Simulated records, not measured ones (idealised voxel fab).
The following process module bears the name voxel ribs on slabs.
Section shown: cut. Width: 230 nm. Cell size: 5 nm, square.
The cross-sections in this document take the form of a grid made of square cells. They are written out as bands, in order from top to bottom. Each band consists of one or more rows of cells. A band entry consists of two parts. The first gives the height of the band's top and the height of its bottom, in nm. The rest lists the band's materials from left to right, each with its width in nm. A single material labelled with the word "throughout" fills the band from edge to edge, and the word "blank" marks empty space. Height datum 0, below which the as-received substrate wafer is one material. Lowest band open at the bottom, running downward: "0..down". Read "30->40" as a graded width: first number on top, second number at the bottom, same change between each pair of neighbouring rows. Take "no modifications" at face value: in the step it is given for, the cross-section changed in none of its cells. Heads up: "Closed void catalog" only lists the empty pockets with no open path to the top that are 8 cells or more, and it writes them as width x height at distance, distance from the left edge, in nm. after a step's settings: what the simulator itself notes on the step. The line of a step may include "overlay nm". On a step with a mask, this value is how far to the right of its planned place the mask lay. A negative value means the mask lay to the left. Every pair from here on: before one process step, after it. The after cross-section reaches only to the lowest band that changed. Below the pair: the step in between and its settings. Pairs can belong to different runs of this module on the same starting wafer; a pair carries on from the pair above only if the entry headed "Status quo ante" says so.

Status quo ante
0..down | Si throughout
Closed void catalog: none

Sectional View, Post-Process
25..0 | SiO2 throughout
Below 0, the layers are the same as they were.
Closed void catalog: none
Step that separates the before view from the after view above: op DIRECTIONAL_DEP | material SiO2 | thk nm 25

Status quo ante: no separate figure, the pair right above already shows it after its step.

Sectional View, Post-Process
45..25 | polySi throughout
Below 25, the layers are the same as they were.
Closed void catalog: none
Step that separates the before view from the after view above: op DIRECTIONAL_DEP | material polySi | thk nm 20

Status quo ante: no separate figure, the pair right above already shows it after its step.

Sectional View, Post-Process
60..45 | 105 of blank  15 of resist  110 of blank
Below 45, the layers are the same as they were.
Closed void catalog: none
Step that separates the before view from the after view above: op PATTERN | tone cover | mask id RIB | material resist | width nm 15 | thk nm 15 | overlay nm 0

Status quo ante: no separate figure, the pair right above already shows it after its step.

Sectional View, Post-Process
60..45 | 105 of blank  15 of resist  110 of blank
45..30 | 105 of blank  15 of polySi  110 of blank
Below 30, the layers are the same as they were.
Closed void catalog: none
Step that separates the before view from the after view above: op DIRECTIONAL_ETCH | etch materials polySi | depth nm 15

Status quo ante: no separate figure, the pair right above already shows it after its step.

Sectional View, Post-Process
45..30 | 105 of blank  15 of polySi  110 of blank
Below 30, the layers are the same as they were.
Closed void catalog: none
Step that separates the before view from the after view above: op STRIP | etch materials resist

Status quo ante: no separate figure, the pair right above already shows it after its step.

Sectional View, Post-Process
60..45 | 105 of blank  15 of aC  110 of blank
45..30 | 105 of aC  15 of polySi  110 of aC
Below 30, the layers are the same as they were.
Closed void catalog: none
Step that separates the before view from the after view above: op DIRECTIONAL_DEP | material aC | thk nm 15

Status quo ante: no separate figure, the pair right above already shows it after its step.

Sectional View, Post-Process
95..60 | 80 of blank  65 of resist  85 of blank
60..45 | 80 of blank  25 of resist  15 of aC  25 of resist  85 of blank
Below 45, the layers are the same as they were.
Closed void catalog: none
Step that separates the before view from the after view above: op PATTERN | tone cover | mask id SLAB | material resist | width nm 65 | thk nm 35 | overlay nm 0

Status quo ante: no separate figure, the pair right above already shows it after its step.

Sectional View, Post-Process
80..60 | 80 of blank  65 of resist  85 of blank
60..45 | 80 of blank  25 of resist  15 of aC  25 of resist  85 of blank
45..30 | 80 of blank  25 of aC  15 of polySi  25 of aC  85 of blank
Below 30, the layers are the same as they were.
Closed void catalog: none
Step that separates the before view from the after view above: op DIRECTIONAL_ETCH | etch materials aC | depth nm 15

Status quo ante: no separate figure, the pair right above already shows it after its step.

Sectional View, Post-Process
60..45 | 105 of blank  15 of aC  110 of blank
Below 45, the layers are the same as they were.
Closed void catalog: none
Step that separates the before view from the after view above: op STRIP | etch materials resist

Status quo ante: no separate figure, the pair right above already shows it after its step.

Sectional View, Post-Process
60..45 | 105 of blank  15 of aC  110 of blank
45..30 | 80 of blank  25 of aC  15 of polySi  25 of aC  85 of blank
30..25 | 80 of blank  65 of polySi  85 of blank
Below 25, the layers are the same as they were.
Closed void catalog: none
Step that separates the before view from the after view above: op DIRECTIONAL_ETCH | etch materials polySi | depth nm 5

Status quo ante: no separate figure, the pair right above already shows it after its step.

Sectional View, Post-Process
45..30 | 105 of blank  15 of polySi  110 of blank
Below 30, the layers are the same as they were.
Closed void catalog: none
Step that separates the before view from the after view above: op STRIP | etch materials aC

Status quo ante: no separate figure, the pair right above already shows it after its step.

Sectional View, Post-Process
65..45 | SiO2 throughout
45..30 | 105 of SiO2  15 of polySi  110 of SiO2
30..25 | 80 of SiO2  65 of polySi  85 of SiO2
Below 25, the layers are the same as they were.
Closed void catalog: none
Step that separates the before view from the after view above: op FILL_DEP | material SiO2 | thk nm 20

Status quo ante: no separate figure, the pair right above already shows it after its step.

Sectional View, Post-Process
60..45 | SiO2 throughout
Below 45, the layers are the same as they were.
Closed void catalog: none
Step that separates the before view from the after view above: op CMP | height nm 60

Status quo ante: no separate figure, the pair right above already shows it after its step.

Sectional View, Post-Process
70..60 | TiN throughout
Below 60, the layers are the same as they were.
Closed void catalog: none
Step that separates the before view from the after view above: op DIRECTIONAL_DEP | material TiN | thk nm 10

Status quo ante: no separate figure, the pair right above already shows it after its step.

Sectional View, Post-Process
85..70 | aC throughout
Below 70, the layers are the same as they were.
Closed void catalog: none
Step that separates the before view from the after view above: op DIRECTIONAL_DEP | material aC | thk nm 15

Status quo ante: no separate figure, the pair right above already shows it after its step.

Sectional View, Post-Process
115..85 | 100 of blank  25 of resist  105 of blank
Below 85, the layers are the same as they were.
Closed void catalog: none
Step that separates the before view from the after view above: op PATTERN | tone cover | mask id HEATER | material resist | width nm 25 | thk nm 30 | overlay nm 0

Status quo ante: no separate figure, the pair right above already shows it after its step.

Sectional View, Post-Process
100..85 | 100 of blank  25 of resist  105 of blank
85..70 | 100 of blank  25 of aC  105 of blank
Below 70, the layers are the same as they were.
Closed void catalog: none
Step that separates the before view from the after view above: op DIRECTIONAL_ETCH | etch materials aC | depth nm 15

Status quo ante: no separate figure, the pair right above already shows it after its step.

Sectional View, Post-Process
85..70 | 100 of blank  25 of aC  105 of blank
Below 70, the layers are the same as they were.
Closed void catalog: none
Step that separates the before view from the after view above: op STRIP | etch materials resist

Status quo ante: no separate figure, the pair right above already shows it after its step.

Sectional View, Post-Process
85..70 | 100 of blank  25 of aC  105 of blank
70..60 | 100 of blank  25 of TiN  105 of blank
Below 60, the layers are the same as they were.
Closed void catalog: none
Step that separates the before view from the after view above: op DIRECTIONAL_ETCH | etch materials TiN | depth nm 10

Status quo ante: no separate figure, the pair right above already shows it after its step.

Sectional View, Post-Process
70..60 | 100 of blank  25 of TiN  105 of blank
Below 60, the layers are the same as they were.
Closed void catalog: none
Step that separates the before view from the after view above: op STRIP | etch materials aC

Status quo ante: no separate figure, the pair right above already shows it after its step.

Sectional View, Post-Process
80..70 | 90 of blank  45 of SiO2  95 of blank
70..60 | 100 of SiO2  25 of TiN  105 of SiO2
Below 60, the layers are the same as they were.
Closed void catalog: none
Step that separates the before view from the after view above: op CONFORMAL_DEP | material SiO2 | thk nm 10

Status quo ante
45..25 | polySi throughout
25..0 | SiO2 throughout
0..down | Si throughout
Closed void catalog: none

Sectional View, Post-Process
65..25 | polySi throughout
Below 25, the layers are the same as they were.
Closed void catalog: none
Step that separates the before view from the after view above: op DIRECTIONAL_DEP | material polySi | thk nm 20

Status quo ante: no separate figure, the pair right above already shows it after its step.

Sectional View, Post-Process
80..65 | 105 of blank  15 of resist  110 of blank
Below 65, the layers are the same as they were.
Closed void catalog: none
Step that separates the before view from the after view above: op PATTERN | tone cover | mask id RIB | material resist | width nm 15 | thk nm 15 | overlay nm 0

Status quo ante: no separate figure, the pair right above already shows it after its step.

Sectional View, Post-Process
80..65 | 105 of blank  15 of resist  110 of blank
65..50 | 105 of blank  15 of polySi  110 of blank
Below 50, the layers are the same as they were.
Closed void catalog: none
Step that separates the before view from the after view above: op DIRECTIONAL_ETCH | etch materials polySi | depth nm 15

Status quo ante: no separate figure, the pair right above already shows it after its step.

Sectional View, Post-Process
65..50 | 105 of blank  15 of polySi  110 of blank
Below 50, the layers are the same as they were.
Closed void catalog: none
Step that separates the before view from the after view above: op STRIP | etch materials resist

Status quo ante: no separate figure, the pair right above already shows it after its step.

Sectional View, Post-Process
80..65 | 105 of blank  15 of aC  110 of blank
65..50 | 105 of aC  15 of polySi  110 of aC
Below 50, the layers are the same as they were.
Closed void catalog: none
Step that separates the before view from the after view above: op DIRECTIONAL_DEP | material aC | thk nm 15

Status quo ante: no separate figure, the pair right above already shows it after its step.

Sectional View, Post-Process
115..80 | 80 of blank  65 of resist  85 of blank
80..65 | 80 of blank  25 of resist  15 of aC  25 of resist  85 of blank
Below 65, the layers are the same as they were.
Closed void catalog: none
Step that separates the before view from the after view above: op PATTERN | tone cover | mask id SLAB | material resist | width nm 65 | thk nm 35 | overlay nm 0

Status quo ante: no separate figure, the pair right above already shows it after its step.

Sectional View, Post-Process
100..80 | 80 of blank  65 of resist  85 of blank
80..65 | 80 of blank  25 of resist  15 of aC  25 of resist  85 of blank
65..50 | 80 of blank  25 of aC  15 of polySi  25 of aC  85 of blank
Below 50, the layers are the same as they were.
Closed void catalog: none
Step that separates the before view from the after view above: op DIRECTIONAL_ETCH | etch materials aC | depth nm 15

Status quo ante: no separate figure, the pair right above already shows it after its step.

Sectional View, Post-Process
80..65 | 105 of blank  15 of aC  110 of blank
Below 65, the layers are the same as they were.
Closed void catalog: none
Step that separates the before view from the after view above: op STRIP | etch materials resist

Status quo ante: no separate figure, the pair right above already shows it after its step.

Sectional View, Post-Process
80..65 | 105 of blank  15 of aC  110 of blank
65..50 | 80 of blank  25 of aC  15 of polySi  25 of aC  85 of blank
50..45 | 80 of blank  65 of polySi  85 of blank
Below 45, the layers are the same as they were.
Closed void catalog: none
Step that separates the before view from the after view above: op DIRECTIONAL_ETCH | etch materials polySi | depth nm 5

Status quo ante: no separate figure, the pair right above already shows it after its step.

Sectional View, Post-Process
65..50 | 105 of blank  15 of polySi  110 of blank
Below 50, the layers are the same as they were.
Closed void catalog: none
Step that separates the before view from the after view above: op STRIP | etch materials aC

Status quo ante: no separate figure, the pair right above already shows it after its step.

Sectional View, Post-Process
85..65 | SiO2 throughout
65..50 | 105 of SiO2  15 of polySi  110 of SiO2
50..45 | 80 of SiO2  65 of polySi  85 of SiO2
Below 45, the layers are the same as they were.
Closed void catalog: none
Step that separates the before view from the after view above: op FILL_DEP | material SiO2 | thk nm 20

Status quo ante: no separate figure, the pair right above already shows it after its step.

Sectional View, Post-Process
60..50 | 105 of SiO2  15 of polySi  110 of SiO2
Below 50, the layers are the same as they were.
Closed void catalog: none
Step that separates the before view from the after view above: op CMP | height nm 60

Status quo ante: no separate figure, the pair right above already shows it after its step.

Sectional View, Post-Process
70..60 | TiN throughout
Below 60, the layers are the same as they were.
Closed void catalog: none
Step that separates the before view from the after view above: op DIRECTIONAL_DEP | material TiN | thk nm 10

Status quo ante: no separate figure, the pair right above already shows it after its step.

Sectional View, Post-Process
85..70 | aC throughout
Below 70, the layers are the same as they were.
Closed void catalog: none
Step that separates the before view from the after view above: op DIRECTIONAL_DEP | material aC | thk nm 15

Status quo ante: no separate figure, the pair right above already shows it after its step.

Sectional View, Post-Process
115..85 | 100 of blank  25 of resist  105 of blank
Below 85, the layers are the same as they were.
Closed void catalog: none
Step that separates the before view from the after view above: op PATTERN | tone cover | mask id HEATER | material resist | width nm 25 | thk nm 30 | overlay nm 0

Status quo ante: no separate figure, the pair right above already shows it after its step.

Sectional View, Post-Process
100..85 | 100 of blank  25 of resist  105 of blank
85..70 | 100 of blank  25 of aC  105 of blank
Below 70, the layers are the same as they were.
Closed void catalog: none
Step that separates the before view from the after view above: op DIRECTIONAL_ETCH | etch materials aC | depth nm 15

Status quo ante: no separate figure, the pair right above already shows it after its step.

Sectional View, Post-Process
85..70 | 100 of blank  25 of aC  105 of blank
Below 70, the layers are the same as they were.
Closed void catalog: none
Step that separates the before view from the after view above: op STRIP | etch materials resist

Status quo ante: no separate figure, the pair right above already shows it after its step.

Sectional View, Post-Process
85..70 | 100 of blank  25 of aC  105 of blank
70..60 | 100 of blank  25 of TiN  105 of blank
Below 60, the layers are the same as they were.
Closed void catalog: none
Step that separates the before view from the after view above: op DIRECTIONAL_ETCH | etch materials TiN | depth nm 10

Status quo ante: no separate figure, the pair right above already shows it after its step.

Sectional View, Post-Process
70..60 | 100 of blank  25 of TiN  105 of blank
Below 60, the layers are the same as they were.
Closed void catalog: none
Step that separates the before view from the after view above: op STRIP | etch materials aC

Status quo ante: no separate figure, the pair right above already shows it after its step.

Sectional View, Post-Process
80..70 | 90 of blank  45 of SiO2  95 of blank
70..60 | 100 of SiO2  25 of TiN  105 of SiO2
Below 60, the layers are the same as they were.
Closed void catalog: none
Step that separates the before view from the after view above: op CONFORMAL_DEP | material SiO2 | thk nm 10

Status quo ante
60..45 | 105 of blank  15 of resist  110 of blank
45..30 | 105 of blank  15 of polySi  110 of blank
30..25 | polySi throughout
25..0 | SiO2 throughout
0..down | Si throughout
Closed void catalog: none

Sectional View, Post-Process
75..60 | 105 of blank  15 of aC  110 of blank
60..45 | 105 of blank  15 of resist  110 of blank
45..30 | 105 of aC  15 of polySi  110 of aC
Below 30, the layers are the same as they were.
Closed void catalog: none
Step that separates the before view from the after view above: op DIRECTIONAL_DEP | material aC | thk nm 15

Status quo ante: no separate figure, the pair right above already shows it after its step.

Sectional View, Post-Process
45..30 | 105 of aC  15 of polySi  110 of aC
Below 30, the layers are the same as they were.
Closed void catalog: none
Step that separates the before view from the after view above: op STRIP | etch materials resist

Status quo ante: no separate figure, the pair right above already shows it after its step.

Sectional View, Post-Process
80..45 | 80 of blank  65 of resist  85 of blank
Below 45, the layers are the same as they were.
Closed void catalog: none
Step that separates the before view from the after view above: op PATTERN | tone cover | mask id SLAB | material resist | width nm 65 | thk nm 35 | overlay nm 0

Status quo ante: no separate figure, the pair right above already shows it after its step.

Sectional View, Post-Process
65..45 | 80 of blank  65 of resist  85 of blank
45..30 | 80 of blank  25 of aC  15 of polySi  25 of aC  85 of blank
Below 30, the layers are the same as they were.
Closed void catalog: none
Step that separates the before view from the after view above: op DIRECTIONAL_ETCH | etch materials aC | depth nm 15

Status quo ante: no separate figure, the pair right above already shows it after its step.

Sectional View, Post-Process
45..30 | 80 of blank  25 of aC  15 of polySi  25 of aC  85 of blank
Below 30, the layers are the same as they were.
Closed void catalog: none
Step that separates the before view from the after view above: op STRIP | etch materials resist

Status quo ante: no separate figure, the pair right above already shows it after its step.

Sectional View, Post-Process
45..40 | 80 of blank  25 of aC  15 of blank  25 of aC  85 of blank
40..30 | 80 of blank  25 of aC  15 of polySi  25 of aC  85 of blank
30..25 | 80 of blank  65 of polySi  85 of blank
Below 25, the layers are the same as they were.
Closed void catalog: none
Step that separates the before view from the after view above: op DIRECTIONAL_ETCH | etch materials polySi | depth nm 5

Status quo ante: no separate figure, the pair right above already shows it after its step.

Sectional View, Post-Process
40..30 | 105 of blank  15 of polySi  110 of blank
Below 30, the layers are the same as they were.
Closed void catalog: none
Step that separates the before view from the after view above: op STRIP | etch materials aC

Status quo ante: no separate figure, the pair right above already shows it after its step.

Sectional View, Post-Process
60..40 | SiO2 throughout
40..30 | 105 of SiO2  15 of polySi  110 of SiO2
30..25 | 80 of SiO2  65 of polySi  85 of SiO2
Below 25, the layers are the same as they were.
Closed void catalog: none
Step that separates the before view from the after view above: op FILL_DEP | material SiO2 | thk nm 20

Status quo ante: no separate figure, the pair right above already shows it after its step.

Sectional View, Post-Process
70..60 | TiN throughout
Below 60, the layers are the same as they were.
Closed void catalog: none
Step that separates the before view from the after view above: op DIRECTIONAL_DEP | material TiN | thk nm 10

Status quo ante: no separate figure, the pair right above already shows it after its step.

Sectional View, Post-Process
85..70 | aC throughout
Below 70, the layers are the same as they were.
Closed void catalog: none
Step that separates the before view from the after view above: op DIRECTIONAL_DEP | material aC | thk nm 15

Status quo ante: no separate figure, the pair right above already shows it after its step.

Sectional View, Post-Process
115..85 | 100 of blank  25 of resist  105 of blank
Below 85, the layers are the same as they were.
Closed void catalog: none
Step that separates the before view from the after view above: op PATTERN | tone cover | mask id HEATER | material resist | width nm 25 | thk nm 30 | overlay nm 0

Status quo ante: no separate figure, the pair right above already shows it after its step.

Sectional View, Post-Process
100..85 | 100 of blank  25 of resist  105 of blank
85..70 | 100 of blank  25 of aC  105 of blank
Below 70, the layers are the same as they were.
Closed void catalog: none
Step that separates the before view from the after view above: op DIRECTIONAL_ETCH | etch materials aC | depth nm 15

Status quo ante: no separate figure, the pair right above already shows it after its step.

Sectional View, Post-Process
85..70 | 100 of blank  25 of aC  105 of blank
Below 70, the layers are the same as they were.
Closed void catalog: none
Step that separates the before view from the after view above: op STRIP | etch materials resist

Status quo ante: no separate figure, the pair right above already shows it after its step.

Sectional View, Post-Process
85..70 | 100 of blank  25 of aC  105 of blank
70..60 | 100 of blank  25 of TiN  105 of blank
Below 60, the layers are the same as they were.
Closed void catalog: none
Step that separates the before view from the after view above: op DIRECTIONAL_ETCH | etch materials TiN | depth nm 10

Status quo ante: no separate figure, the pair right above already shows it after its step.

Sectional View, Post-Process
70..60 | 100 of blank  25 of TiN  105 of blank
Below 60, the layers are the same as they were.
Closed void catalog: none
Step that separates the before view from the after view above: op STRIP | etch materials aC

Status quo ante: no separate figure, the pair right above already shows it after its step.

Sectional View, Post-Process
80..70 | 90 of blank  45 of SiO2  95 of blank
70..60 | 100 of SiO2  25 of TiN  105 of SiO2
Below 60, the layers are the same as they were.
Closed void catalog: none
Step that separates the before view from the after view above: op CONFORMAL_DEP | material SiO2 | thk nm 10

Status quo ante
25..0 | SiO2 throughout
0..down | Si throughout
Closed void catalog: none

Sectional View, Post-Process
50..25 | polySi throughout
Below 25, the layers are the same as they were.
Closed void catalog: none
Step that separates the before view from the after view above: op DIRECTIONAL_DEP | material polySi | thk nm 25

Status quo ante: no separate figure, the pair right above already shows it after its step.

Sectional View, Post-Process
65..50 | 105 of blank  15 of resist  110 of blank
Below 50, the layers are the same as they were.
Closed void catalog: none
Step that separates the before view from the after view above: op PATTERN | tone cover | mask id RIB | material resist | width nm 15 | thk nm 15 | overlay nm 0

Status quo ante: no separate figure, the pair right above already shows it after its step.

Sectional View, Post-Process
65..50 | 105 of blank  15 of resist  110 of blank
50..35 | 105 of blank  15 of polySi  110 of blank
Below 35, the layers are the same as they were.
Closed void catalog: none
Step that separates the before view from the after view above: op DIRECTIONAL_ETCH | etch materials polySi | depth nm 15

Status quo ante: no separate figure, the pair right above already shows it after its step.

Sectional View, Post-Process
50..35 | 105 of blank  15 of polySi  110 of blank
Below 35, the layers are the same as they were.
Closed void catalog: none
Step that separates the before view from the after view above: op STRIP | etch materials resist

Status quo ante: no separate figure, the pair right above already shows it after its step.

Sectional View, Post-Process
65..50 | 105 of blank  15 of aC  110 of blank
50..35 | 105 of aC  15 of polySi  110 of aC
Below 35, the layers are the same as they were.
Closed void catalog: none
Step that separates the before view from the after view above: op DIRECTIONAL_DEP | material aC | thk nm 15

Status quo ante: no separate figure, the pair right above already shows it after its step.

Sectional View, Post-Process
100..65 | 80 of blank  65 of resist  85 of blank
65..50 | 80 of blank  25 of resist  15 of aC  25 of resist  85 of blank
Below 50, the layers are the same as they were.
Closed void catalog: none
Step that separates the before view from the after view above: op PATTERN | tone cover | mask id SLAB | material resist | width nm 65 | thk nm 35 | overlay nm 0

Status quo ante: no separate figure, the pair right above already shows it after its step.

Sectional View, Post-Process
85..65 | 80 of blank  65 of resist  85 of blank
65..50 | 80 of blank  25 of resist  15 of aC  25 of resist  85 of blank
50..35 | 80 of blank  25 of aC  15 of polySi  25 of aC  85 of blank
Below 35, the layers are the same as they were.
Closed void catalog: none
Step that separates the before view from the after view above: op DIRECTIONAL_ETCH | etch materials aC | depth nm 15

Status quo ante: no separate figure, the pair right above already shows it after its step.

Sectional View, Post-Process
65..50 | 105 of blank  15 of aC  110 of blank
Below 50, the layers are the same as they were.
Closed void catalog: none
Step that separates the before view from the after view above: op STRIP | etch materials resist

Status quo ante: no separate figure, the pair right above already shows it after its step.

Sectional View, Post-Process
65..50 | 105 of blank  15 of aC  110 of blank
50..35 | 80 of blank  25 of aC  15 of polySi  25 of aC  85 of blank
35..30 | 80 of blank  65 of polySi  85 of blank
Below 30, the layers are the same as they were.
Closed void catalog: none
Step that separates the before view from the after view above: op DIRECTIONAL_ETCH | etch materials polySi | depth nm 5

Status quo ante: no separate figure, the pair right above already shows it after its step.

Sectional View, Post-Process
50..35 | 105 of blank  15 of polySi  110 of blank
Below 35, the layers are the same as they were.
Closed void catalog: none
Step that separates the before view from the after view above: op STRIP | etch materials aC

Status quo ante: no separate figure, the pair right above already shows it after its step.

Sectional View, Post-Process
70..50 | SiO2 throughout
50..35 | 105 of SiO2  15 of polySi  110 of SiO2
35..30 | 80 of SiO2  65 of polySi  85 of SiO2
Below 30, the layers are the same as they were.
Closed void catalog: none
Step that separates the before view from the after view above: op FILL_DEP | material SiO2 | thk nm 20

Status quo ante: no separate figure, the pair right above already shows it after its step.

Sectional View, Post-Process
60..50 | SiO2 throughout
Below 50, the layers are the same as they were.
Closed void catalog: none
Step that separates the before view from the after view above: op CMP | height nm 60

Status quo ante: no separate figure, the pair right above already shows it after its step.

Sectional View, Post-Process
70..60 | TiN throughout
Below 60, the layers are the same as they were.
Closed void catalog: none
Step that separates the before view from the after view above: op DIRECTIONAL_DEP | material TiN | thk nm 10

Status quo ante: no separate figure, the pair right above already shows it after its step.

Sectional View, Post-Process
85..70 | aC throughout
Below 70, the layers are the same as they were.
Closed void catalog: none
Step that separates the before view from the after view above: op DIRECTIONAL_DEP | material aC | thk nm 15

Status quo ante: no separate figure, the pair right above already shows it after its step.

Sectional View, Post-Process
115..85 | 100 of blank  25 of resist  105 of blank
Below 85, the layers are the same as they were.
Closed void catalog: none
Step that separates the before view from the after view above: op PATTERN | tone cover | mask id HEATER | material resist | width nm 25 | thk nm 30 | overlay nm 0

Status quo ante: no separate figure, the pair right above already shows it after its step.

Sectional View, Post-Process
100..85 | 100 of blank  25 of resist  105 of blank
85..70 | 100 of blank  25 of aC  105 of blank
Below 70, the layers are the same as they were.
Closed void catalog: none
Step that separates the before view from the after view above: op DIRECTIONAL_ETCH | etch materials aC | depth nm 15

Status quo ante: no separate figure, the pair right above already shows it after its step.

Sectional View, Post-Process
85..70 | 100 of blank  25 of aC  105 of blank
Below 70, the layers are the same as they were.
Closed void catalog: none
Step that separates the before view from the after view above: op STRIP | etch materials resist

Status quo ante: no separate figure, the pair right above already shows it after its step.

Sectional View, Post-Process
85..70 | 100 of blank  25 of aC  105 of blank
70..60 | 100 of blank  25 of TiN  105 of blank
Below 60, the layers are the same as they were.
Closed void catalog: none
Step that separates the before view from the after view above: op DIRECTIONAL_ETCH | etch materials TiN | depth nm 10

Status quo ante: no separate figure, the pair right above already shows it after its step.

Sectional View, Post-Process
70..60 | 100 of blank  25 of TiN  105 of blank
Below 60, the layers are the same as they were.
Closed void catalog: none
Step that separates the before view from the after view above: op STRIP | etch materials aC

Status quo ante: no separate figure, the pair right above already shows it after its step.

Sectional View, Post-Process
80..70 | 90 of blank  45 of SiO2  95 of blank
70..60 | 100 of SiO2  25 of TiN  105 of SiO2
Below 60, the layers are the same as they were.
Closed void catalog: none
Step that separates the before view from the after view above: op CONFORMAL_DEP | material SiO2 | thk nm 10

Status quo ante
45..25 | polySi throughout
25..0 | SiO2 throughout
0..down | Si throughout
Closed void catalog: none

Sectional View, Post-Process
60..45 | 100 of blank  25 of resist  105 of blank
Below 45, the layers are the same as they were.
Closed void catalog: none
Step that separates the before view from the after view above: op PATTERN | tone cover | mask id RIB | material resist | width nm 25 | thk nm 15 | overlay nm 0

Status quo ante: no separate figure, the pair right above already shows it after its step.

Sectional View, Post-Process
60..45 | 100 of blank  25 of resist  105 of blank
45..30 | 100 of blank  25 of polySi  105 of blank
Below 30, the layers are the same as they were.
Closed void catalog: none
Step that separates the before view from the after view above: op DIRECTIONAL_ETCH | etch materials polySi | depth nm 15

Status quo ante: no separate figure, the pair right above already shows it after its step.

Sectional View, Post-Process
45..30 | 100 of blank  25 of polySi  105 of blank
Below 30, the layers are the same as they were.
Closed void catalog: none
Step that separates the before view from the after view above: op STRIP | etch materials resist

Status quo ante: no separate figure, the pair right above already shows it after its step.

Sectional View, Post-Process
60..45 | 100 of blank  25 of aC  105 of blank
45..30 | 100 of aC  25 of polySi  105 of aC
Below 30, the layers are the same as they were.
Closed void catalog: none
Step that separates the before view from the after view above: op DIRECTIONAL_DEP | material aC | thk nm 15

Status quo ante: no separate figure, the pair right above already shows it after its step.

Sectional View, Post-Process
95..60 | 80 of blank  65 of resist  85 of blank
60..45 | 80 of blank  20 of resist  25 of aC  20 of resist  85 of blank
Below 45, the layers are the same as they were.
Closed void catalog: none
Step that separates the before view from the after view above: op PATTERN | tone cover | mask id SLAB | material resist | width nm 65 | thk nm 35 | overlay nm 0

Status quo ante: no separate figure, the pair right above already shows it after its step.

Sectional View, Post-Process
80..60 | 80 of blank  65 of resist  85 of blank
60..45 | 80 of blank  20 of resist  25 of aC  20 of resist  85 of blank
45..30 | 80 of blank  20 of aC  25 of polySi  20 of aC  85 of blank
Below 30, the layers are the same as they were.
Closed void catalog: none
Step that separates the before view from the after view above: op DIRECTIONAL_ETCH | etch materials aC | depth nm 15

Status quo ante: no separate figure, the pair right above already shows it after its step.

Sectional View, Post-Process
60..45 | 100 of blank  25 of aC  105 of blank
Below 45, the layers are the same as they were.
Closed void catalog: none
Step that separates the before view from the after view above: op STRIP | etch materials resist

Status quo ante: no separate figure, the pair right above already shows it after its step.

Sectional View, Post-Process
60..45 | 100 of blank  25 of aC  105 of blank
45..30 | 80 of blank  20 of aC  25 of polySi  20 of aC  85 of blank
30..25 | 80 of blank  65 of polySi  85 of blank
Below 25, the layers are the same as they were.
Closed void catalog: none
Step that separates the before view from the after view above: op DIRECTIONAL_ETCH | etch materials polySi | depth nm 5

Status quo ante: no separate figure, the pair right above already shows it after its step.

Sectional View, Post-Process
45..30 | 100 of blank  25 of polySi  105 of blank
Below 30, the layers are the same as they were.
Closed void catalog: none
Step that separates the before view from the after view above: op STRIP | etch materials aC

Status quo ante: no separate figure, the pair right above already shows it after its step.

Sectional View, Post-Process
65..45 | SiO2 throughout
45..30 | 100 of SiO2  25 of polySi  105 of SiO2
30..25 | 80 of SiO2  65 of polySi  85 of SiO2
Below 25, the layers are the same as they were.
Closed void catalog: none
Step that separates the before view from the after view above: op FILL_DEP | material SiO2 | thk nm 20

Status quo ante: no separate figure, the pair right above already shows it after its step.

Sectional View, Post-Process
60..45 | SiO2 throughout
Below 45, the layers are the same as they were.
Closed void catalog: none
Step that separates the before view from the after view above: op CMP | height nm 60

Status quo ante: no separate figure, the pair right above already shows it after its step.

Sectional View, Post-Process
70..60 | TiN throughout
Below 60, the layers are the same as they were.
Closed void catalog: none
Step that separates the before view from the after view above: op DIRECTIONAL_DEP | material TiN | thk nm 10

Status quo ante: no separate figure, the pair right above already shows it after its step.

Sectional View, Post-Process
85..70 | aC throughout
Below 70, the layers are the same as they were.
Closed void catalog: none
Step that separates the before view from the after view above: op DIRECTIONAL_DEP | material aC | thk nm 15

Status quo ante: no separate figure, the pair right above already shows it after its step.

Sectional View, Post-Process
115..85 | 100 of blank  25 of resist  105 of blank
Below 85, the layers are the same as they were.
Closed void catalog: none
Step that separates the before view from the after view above: op PATTERN | tone cover | mask id HEATER | material resist | width nm 25 | thk nm 30 | overlay nm 0

Status quo ante: no separate figure, the pair right above already shows it after its step.

Sectional View, Post-Process
100..85 | 100 of blank  25 of resist  105 of blank
85..70 | 100 of blank  25 of aC  105 of blank
Below 70, the layers are the same as they were.
Closed void catalog: none
Step that separates the before view from the after view above: op DIRECTIONAL_ETCH | etch materials aC | depth nm 15

Status quo ante: no separate figure, the pair right above already shows it after its step.

Sectional View, Post-Process
85..70 | 100 of blank  25 of aC  105 of blank
Below 70, the layers are the same as they were.
Closed void catalog: none
Step that separates the before view from the after view above: op STRIP | etch materials resist

Status quo ante: no separate figure, the pair right above already shows it after its step.

Sectional View, Post-Process
85..70 | 100 of blank  25 of aC  105 of blank
70..60 | 100 of blank  25 of TiN  105 of blank
Below 60, the layers are the same as they were.
Closed void catalog: none
Step that separates the before view from the after view above: op DIRECTIONAL_ETCH | etch materials TiN | depth nm 10

Status quo ante: no separate figure, the pair right above already shows it after its step.

Sectional View, Post-Process
70..60 | 100 of blank  25 of TiN  105 of blank
Below 60, the layers are the same as they were.
Closed void catalog: none
Step that separates the before view from the after view above: op STRIP | etch materials aC

Status quo ante: no separate figure, the pair right above already shows it after its step.

Sectional View, Post-Process
80..70 | 90 of blank  45 of SiO2  95 of blank
70..60 | 100 of SiO2  25 of TiN  105 of SiO2
Below 60, the layers are the same as they were.
Closed void catalog: none
Step that separates the before view from the after view above: op CONFORMAL_DEP | material SiO2 | thk nm 10

Status quo ante
45..25 | polySi throughout
25..0 | SiO2 throughout
0..down | Si throughout
Closed void catalog: none

Sectional View, Post-Process
60..45 | 95 of blank  15 of resist  120 of blank
Below 45, the layers are the same as they were.
Closed void catalog: none
Step that separates the before view from the after view above: op PATTERN | tone cover | mask id RIB | material resist | width nm 15 | thk nm 15 | overlay nm -10

Status quo ante: no separate figure, the pair right above already shows it after its step.

Sectional View, Post-Process
60..45 | 95 of blank  15 of resist  120 of blank
45..30 | 95 of blank  15 of polySi  120 of blank
Below 30, the layers are the same as they were.
Closed void catalog: none
Step that separates the before view from the after view above: op DIRECTIONAL_ETCH | etch materials polySi | depth nm 15

Status quo ante: no separate figure, the pair right above already shows it after its step.

Sectional View, Post-Process
45..30 | 95 of blank  15 of polySi  120 of blank
Below 30, the layers are the same as they were.
Closed void catalog: none
Step that separates the before view from the after view above: op STRIP | etch materials resist
